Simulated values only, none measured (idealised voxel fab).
The following process module bears the name voxel trench capacitor.
The figure presents cross-section cut, which has a width of 235 nm and is divided into square cells with an edge length of 5 nm.
Just so we're on the same page, the cross-sections are grids of square cells, and they're listed out in bands top to bottom, each band one or more rows deep.
Look at the band entry: it leads with the top's height and the bottom's height in nm. Then it lists the materials left to right, with a width in nm for each. The word "throughout" on a single material says that material fills the band edge to edge. The word "empty" is empty space.
Heights from 0 (as-received wafer is one material below). Bottom band endless downward, as "z 0 and below".
Quick explanation for "30..40": the width changes in equal steps down the rows of cells, from the first number in the band's top row to the second number in its bottom row.
Take "remained the same" at face value: in the step it is given for, the cross-section changed in none of its cells.
"Listed closed voids": empty spaces of 8 cells or more with no open way to the top, each given as width x height at distance, distance from the left edge, all in nm.
That trailing text on a step's line, after the settings, is the simulator's own remark on the step.
overlay nm: step with mask; distance mask lay right of planned place; negative value = left of planned place.
# The planned process steps are enumerated hereunder
| 1 | RECEIVE,material Si |
| 2 | CONFORMAL_DEP,material SiN,thk nm 5 |
| 3 | MASKED_ETCH,tone open,mask id TRENCH,width nm 25,pitch nm 55,etch materials SiN,depth nm 5,overlay nm 0 |
| 4 | MASKED_ETCH,tone open,mask id TRENCH,width nm 25,pitch nm 55,etch materials Si,depth nm 40,overlay nm 0 |
| 5 | CONFORMAL_DEP,material Al2O3,thk nm 5 |
| 6 | FILL_DEP,material polySi,thk nm 10 |
| 7 | CMP,height nm 5 |
Same starting wafers, different thk nm at step 5. Plan value belongs to the first wafer.
# First of several wafers (as received, post step 1), cross-sectional view
  z 0 and below: Si throughout
  Listed closed voids: none
# What follows is a table in which each wafer occupies a row; for the wafer as it stands at the close of the module, the row states, material by material, how many cells have been gained (+) or lost (-) since receipt, and then gives its closed voids
thk nm 5 | +63 Al2O3 | -120 Si | +32 SiN | +72 polySi | Listed closed voids: none
thk nm 10 | +114 Al2O3 | -120 Si | +32 SiN | +21 polySi | Listed closed voids: none
thk nm 15 | +135 Al2O3 | -120 Si | +32 SiN | Listed closed voids: none
thk nm 20 | +135 Al2O3 | -120 Si | +32 SiN | Listed closed voids: none
